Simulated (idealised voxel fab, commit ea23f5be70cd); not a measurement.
The following process module bears the name voxel tone inversion.
For reference, the cross-section in this document is cut, with width 205 nm and square cells of 5 nm.
Format of a cross-section: grid, square cells. Given as bands. Order: top down. Band: one or more rows of cells. The entry gives the band's vertical extent as a top height and a bottom height in nm, then its horizontal make-up as materials from left to right, each with a width in nm. "air" stands for empty space; a single material marked "all across" fills the band edge to edge. Heights from 0 (as-received wafer is one material below). Bottom band endless downward, as "z 0 and below". Width: "30..40" (first number = top row, second number = bottom row, same change from row to row of cells). For the purposes of this document, the phrase "no change" attached to a step denotes that no cell within the cross-section was modified by that step. Closed-off voids of 8+ cells (no open route to the top) go in "Enclosed void inventory", written width x height at distance from the left edge, in nm. Read whatever lies past the settings on a step's line as the simulator's own remark about the step. If you see "overlay nm" on a step's line and that step has a mask, it's telling you how far right of where it was planned the mask ended up; a negative number means it went left instead.
This section lists the process steps that were planned
- 1: RECEIVE (material Si)
- 2: CONFORMAL_DEP (material SiCN; thk nm 10)
- 3: DIRECTIONAL_DEP (material aC; thk nm 15)
- 4: PATTERN (tone cover; mask id POSTS; material resist; width nm 25; pitch nm 45; thk nm 20; overlay nm 0)
- 5: DIRECTIONAL_ETCH (etch materials aC; depth nm 15)
- 6: STRIP (etch materials resist)
- 7: FILL_DEP (material SiO2; thk nm 10)
- 8: CMP (height nm 25)
- 9: STRIP (etch materials aC)
Shown in cross-section is the wafer as received, that is, as it stands after step 1
* z 0 and below = Si all across
* Enclosed void inventory: none
Wafer cross-section at module end: first of two, run to plan
* z 25 to 10 = 20 SiO2 / 25 air / 20 SiO2 / 25 air / 20 SiO2 / 25 air / 20 SiO2 / 25 air / 25 SiO2
* z 10 to 0 = SiCN all across
* z 0 and below = Si all across
* Enclosed void inventory: none
Wafer two (of two), end-of-module cross-section: start = wafer one, plan = wafer one, one run mistake
* z 25 to 0 = SiCN all across
* z 0 and below = Si all across
* Enclosed void inventory: none
What was the processing mistake? step 3 ran with different settings than intended, the actual operation and settings being DIRECTIONAL_DEP (material SiCN; thk nm 15)
Once processing is complete, comparing cell counts shows that the second wafer has more or fewer of certain materials than the first: 123 more of SiCN; 63 fewer of SiO2
